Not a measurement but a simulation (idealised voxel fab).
Name of the process module below: voxel capacitor over wiring
We display cut, a cross-section 270 nm in width whose square cells are each 5 nm.
When this document writes out a cross-section, it uses a grid of square cells and lists it as bands, beginning at the top and moving down, with a band standing for one or more rows of cells.
Top height, bottom height, nm. Materials left to right, width each, nm. Single material + "all across" = fills band edge to edge. "air" = empty.
Height 0 is the level under which the wafer as received is all one material. The lowest band goes on downwards, as in "0 -> down".
Think of "30..40" as a width that walks from the first number to the second as you go down the band, top row to bottom row, taking equal-sized steps from row to row.
"changes: none", as given for a step, is the statement that not any cell of the cross-section underwent a change during that step.
Entry "Sealed voids" = empty spaces >= 8 cells with no open way to the top; each as width x height at distance, distance from left edge, all nm.
What comes after the settings on a step's line is commentary from the simulator itself on that step.
"overlay nm" on a masked step: distance the mask lay right of its planned place, negative for left.

[So here's the lineup of process steps we planned]
1) RECEIVE,material Si
2) CONFORMAL_DEP,material SiO2,thk nm 15
3) DIRECTIONAL_DEP,material TiN,thk nm 5
4) DIRECTIONAL_DEP,material Ru,thk nm 25
5) DIRECTIONAL_DEP,material aC,thk nm 15
6) PATTERN,tone cover,mask id METAL_1,material resist,width nm 20,pitch nm 85,thk nm 35,overlay nm 0
7) DIRECTIONAL_ETCH,etch materials aC,depth nm 15
8) STRIP,etch materials resist
9) DIRECTIONAL_ETCH,etch materials Ru,depth nm 25
10) DIRECTIONAL_ETCH,etch materials TiN,depth nm 5
11) STRIP,etch materials aC
12) CONFORMAL_DEP,material SiCN,thk nm 5
13) FILL_DEP,material lowk,thk nm 5
14) CMP,height nm 45
15) CONFORMAL_DEP,material SiCN,thk nm 5
16) DIRECTIONAL_DEP,material SiO2,thk nm 15
17) DIRECTIONAL_DEP,material aC,thk nm 10
18) PATTERN,tone open,mask id PLUG_1,material resist,width nm 15,thk nm 25,overlay nm 0
19) DIRECTIONAL_ETCH,etch materials aC,depth nm 10
20) STRIP,etch materials resist
21) DIRECTIONAL_ETCH,etch materials SiO2,depth nm 15
22) DIRECTIONAL_ETCH,etch materials SiCN,depth nm 5
23) STRIP,etch materials aC
24) CONFORMAL_DEP,material TiN,thk nm 5
25) FILL_DEP,material Ru,thk nm 10
26) CMP,height nm 65
27) DIRECTIONAL_DEP,material TiN,thk nm 5
28) DIRECTIONAL_DEP,material SiN,thk nm 5
29) DIRECTIONAL_DEP,material TiN,thk nm 5
30) MASKED_ETCH,tone cover,mask id UPPER_PLATE,width nm 70,etch materials TiN,depth nm 5,overlay nm 0
31) MASKED_ETCH,tone cover,mask id UPPER_PLATE,width nm 70,etch materials SiN,depth nm 5,overlay nm 0
32) PATTERN,tone cover,mask id LOWER_PLATE,material resist,width nm 80,thk nm 15,overlay nm 0
33) DIRECTIONAL_ETCH,etch materials TiN,depth nm 5
34) STRIP,etch materials resist
35) FILL_DEP,material SiO2,thk nm 20
36) CMP,height nm 95
37) MASKED_ETCH,tone open,mask id PLUG_2,width nm 15,etch materials SiO2,depth nm 15,overlay nm 0
38) CONFORMAL_DEP,material TiN,thk nm 5
39) FILL_DEP,material Ru,thk nm 5
40) CMP,height nm 95
41) CONFORMAL_DEP,material SiN,thk nm 5

[Wafer, first of two, run as planned]

[Wafer cross-section on receipt, i.e. after step 1]
> 0 -> down | Si all across
> Sealed voids: none

[after step 2]
> 15 -> 0 | SiO2 all across
> At heights below 0, the structure remains unaltered.

[after step 3]
> 20 -> 15 | TiN all across
> At heights below 15, the structure remains unaltered.

[after step 4]
> 45 -> 20 | Ru all across
> At heights below 20, the structure remains unaltered.

[after step 5]
> 60 -> 45 | aC all across
> At heights below 45, the structure remains unaltered.

[after step 6]
> 95 -> 60 | air 80; resist 20; air 65; resist 20; air 85
> At heights below 60, the structure remains unaltered.

[after step 7]
> 80 -> 60 | air 80; resist 20; air 65; resist 20; air 85
> 60 -> 45 | air 80; aC 20; air 65; aC 20; air 85
> At heights below 45, the structure remains unaltered.

[after step 8]
> 60 -> 45 | air 80; aC 20; air 65; aC 20; air 85
> At heights below 45, the structure remains unaltered.

[after step 9]
> 60 -> 45 | air 80; aC 20; air 65; aC 20; air 85
> 45 -> 20 | air 80; Ru 20; air 65; Ru 20; air 85
> At heights below 20, the structure remains unaltered.

[after step 10]
> 60 -> 45 | air 80; aC 20; air 65; aC 20; air 85
> 45 -> 20 | air 80; Ru 20; air 65; Ru 20; air 85
> 20 -> 15 | air 80; TiN 20; air 65; TiN 20; air 85
> At heights below 15, the structure remains unaltered.

[after step 11]
> 45 -> 20 | air 80; Ru 20; air 65; Ru 20; air 85
> At heights below 20, the structure remains unaltered.

[after step 12]
> 50 -> 45 | air 75; SiCN 30; air 55; SiCN 30; air 80
> 45 -> 20 | air 75; SiCN 5; Ru 20; SiCN 5; air 55; SiCN 5; Ru 20; SiCN 5; air 80
> 20 -> 15 | SiCN 80; TiN 20; SiCN 65; TiN 20; SiCN 85
> At heights below 15, the structure remains unaltered.

[after step 13]
> 55 -> 50 | lowk all across
> 50 -> 45 | lowk 75; SiCN 30; lowk 55; SiCN 30; lowk 80
> 45 -> 20 | lowk 75; SiCN 5; Ru 20; SiCN 5; lowk 55; SiCN 5; Ru 20; SiCN 5; lowk 80
> At heights below 20, the structure remains unaltered.

[after step 14]
> 45 -> 20 | lowk 75; SiCN 5; Ru 20; SiCN 5; lowk 55; SiCN 5; Ru 20; SiCN 5; lowk 80
> At heights below 20, the structure remains unaltered.

[after step 15]
> 50 -> 45 | SiCN all across
> At heights below 45, the structure remains unaltered.

[after step 16]
> 65 -> 50 | SiO2 all across
> At heights below 50, the structure remains unaltered.

[after step 17]
> 75 -> 65 | aC all across
> At heights below 65, the structure remains unaltered.

[after step 18]
> 100 -> 75 | resist 85; air 15; resist 170
> At heights below 75, the structure remains unaltered.

[after step 19]
> 90 -> 75 | resist 85; air 15; resist 170
> 75 -> 65 | aC 85; air 15; aC 170
> At heights below 65, the structure remains unaltered.

[after step 20]
> 75 -> 65 | aC 85; air 15; aC 170
> At heights below 65, the structure remains unaltered.

[after step 21]
> 75 -> 65 | aC 85; air 15; aC 170
> 65 -> 50 | SiO2 85; air 15; SiO2 170
> At heights below 50, the structure remains unaltered.

[after step 22]
> 75 -> 65 | aC 85; air 15; aC 170
> 65 -> 50 | SiO2 85; air 15; SiO2 170
> 50 -> 45 | SiCN 85; air 15; SiCN 170
> At heights below 45, the structure remains unaltered.

[after step 23]
> 65 -> 50 | SiO2 85; air 15; SiO2 170
> At heights below 50, the structure remains unaltered.

[after step 24]
> 70 -> 65 | TiN 90; air 5; TiN 175
> 65 -> 50 | SiO2 85; TiN 5; air 5; TiN 5; SiO2 170
> 50 -> 45 | SiCN 85; TiN 15; SiCN 170
> At heights below 45, the structure remains unaltered.

[after step 25]
> 80 -> 70 | Ru all across
> 70 -> 65 | TiN 90; Ru 5; TiN 175
> 65 -> 50 | SiO2 85; TiN 5; Ru 5; TiN 5; SiO2 170
> At heights below 50, the structure remains unaltered.

[after step 26]
> 65 -> 50 | SiO2 85; TiN 5; Ru 5; TiN 5; SiO2 170
> At heights below 50, the structure remains unaltered.

[after step 27]
> 70 -> 65 | TiN all across
> At heights below 65, the structure remains unaltered.

[after step 28]
> 75 -> 70 | SiN all across
> At heights below 70, the structure remains unaltered.

[after step 29]
> 80 -> 75 | TiN all across
> At heights below 75, the structure remains unaltered.

[after step 30]
> 80 -> 75 | air 85; TiN 70; air 115
> At heights below 75, the structure remains unaltered.

[after step 31]
> 80 -> 75 | air 85; TiN 70; air 115
> 75 -> 70 | air 85; SiN 70; air 115
> At heights below 70, the structure remains unaltered.

[after step 32]
> 95 -> 80 | air 80; resist 80; air 110
> 80 -> 75 | air 80; resist 5; TiN 70; resist 5; air 110
> 75 -> 70 | air 80; resist 5; SiN 70; resist 5; air 110
> At heights below 70, the structure remains unaltered.

[after step 33]
> 95 -> 80 | air 80; resist 80; air 110
> 80 -> 75 | air 80; resist 5; TiN 70; resist 5; air 110
> 75 -> 70 | air 80; resist 5; SiN 70; resist 5; air 110
> 70 -> 65 | air 80; TiN 80; air 110
> At heights below 65, the structure remains unaltered.

[after step 34]
> 80 -> 75 | air 85; TiN 70; air 115
> 75 -> 70 | air 85; SiN 70; air 115
> At heights below 70, the structure remains unaltered.

[after step 35]
> 100 -> 80 | SiO2 all across
> 80 -> 75 | SiO2 85; TiN 70; SiO2 115
> 75 -> 70 | SiO2 85; SiN 70; SiO2 115
> 70 -> 65 | SiO2 80; TiN 80; SiO2 110
> At heights below 65, the structure remains unaltered.

[after step 36]
> 95 -> 80 | SiO2 all across
> At heights below 80, the structure remains unaltered.

[after step 37]
> 95 -> 80 | SiO2 95; air 15; SiO2 160
> At heights below 80, the structure remains unaltered.

[after step 38]
> 100 -> 95 | TiN 100; air 5; TiN 165
> 95 -> 85 | SiO2 95; TiN 5; air 5; TiN 5; SiO2 160
> 85 -> 75 | SiO2 95..85; TiN 15..70; SiO2 160..115
> At heights below 75, the structure remains unaltered.

[after step 39]
> 105 -> 100 | Ru all across
> 100 -> 95 | TiN 100; Ru 5; TiN 165
> 95 -> 85 | SiO2 95; TiN 5; Ru 5; TiN 5; SiO2 160
> At heights below 85, the structure remains unaltered.

[after step 40]
> 95 -> 85 | SiO2 95; TiN 5; Ru 5; TiN 5; SiO2 160
> At heights below 85, the structure remains unaltered.

[after step 41]
> 100 -> 95 | SiN all across
> At heights below 95, the structure remains unaltered.

[second wafer: like start, like plan, one mistake. Through step 25 it matches the first wafer]

[Second wafer shown in cross-section at the time step 26 was slated to end]
> 75 -> 70 | Ru all across
> At heights below 70, the structure remains unaltered.

[Second wafer shown in cross-section at the time step 27 was slated to end]
> 80 -> 75 | TiN all across
> At heights below 75, the structure remains unaltered.

[Second wafer shown in cross-section at the time step 28 was slated to end]
> 85 -> 80 | SiN all across
> At heights below 80, the structure remains unaltered.

[Second wafer shown in cross-section at the time step 29 was slated to end]
> 90 -> 85 | TiN all across
> At heights below 85, the structure remains unaltered.

[Second wafer shown in cross-section at the time step 30 was slated to end]
> 90 -> 85 | air 85; TiN 70; air 115
> At heights below 85, the structure remains unaltered.

[Second wafer shown in cross-section at the time step 31 was slated to end]
> 90 -> 85 | air 85; TiN 70; air 115
> 85 -> 80 | air 85; SiN 70; air 115
> At heights below 80, the structure remains unaltered.

[Second wafer shown in cross-section at the time step 32 was slated to end]
> 105 -> 90 | air 80; resist 80; air 110
> 90 -> 85 | air 80; resist 5; TiN 70; resist 5; air 110
> 85 -> 80 | air 80; resist 5; SiN 70; resist 5; air 110
> At heights below 80, the structure remains unaltered.

[Second wafer shown in cross-section at the time step 33 was slated to end]
> 105 -> 90 | air 80; resist 80; air 110
> 90 -> 85 | air 80; resist 5; TiN 70; resist 5; air 110
> 85 -> 80 | air 80; resist 5; SiN 70; resist 5; air 110
> 80 -> 75 | air 80; TiN 80; air 110
> At heights below 75, the structure remains unaltered.

[Second wafer shown in cross-section at the time step 34 was slated to end]
> 90 -> 85 | air 85; TiN 70; air 115
> 85 -> 80 | air 85; SiN 70; air 115
> At heights below 80, the structure remains unaltered.

[Second wafer shown in cross-section at the time step 35 was slated to end]
> 110 -> 90 | SiO2 all across
> 90 -> 85 | SiO2 85; TiN 70; SiO2 115
> 85 -> 80 | SiO2 85; SiN 70; SiO2 115
> 80 -> 75 | SiO2 80; TiN 80; SiO2 110
> At heights below 75, the structure remains unaltered.

[Second wafer shown in cross-section at the time step 36 was slated to end]
> 95 -> 90 | SiO2 all across
> At heights below 90, the structure remains unaltered.

[Second wafer shown in cross-section at the time step 37 was slated to end]
> 95 -> 90 | SiO2 95; air 15; SiO2 160
> At heights below 90, the structure remains unaltered.

[Second wafer shown in cross-section at the time step 38 was slated to end]
> 100 -> 95 | TiN 100; air 5; TiN 165
> 95 -> 85 | SiO2 95..85; TiN 15..70; SiO2 160..115
> At heights below 85, the structure remains unaltered.

[Second wafer shown in cross-section at the time step 39 was slated to end]
> 105 -> 100 | Ru all across
> 100 -> 95 | TiN 100; Ru 5; TiN 165
> At heights below 95, the structure remains unaltered.

[Second wafer shown in cross-section at the time step 40 was slated to end]
> 95 -> 85 | SiO2 95..85; TiN 15..70; SiO2 160..115
> At heights below 85, the structure remains unaltered.

[Second wafer shown in cross-section at the time step 41 was slated to end]
> 100 -> 95 | SiN all across
> At heights below 95, the structure remains unaltered.
what went wrong: it should be noted that step 26 was executed with settings other than those planned, the operation and settings actually applied being CMP,height nm 75
Count the cells at the end and the second wafer has more or fewer of some materials than the first: Ru +53; SiO2 -102; TiN +49
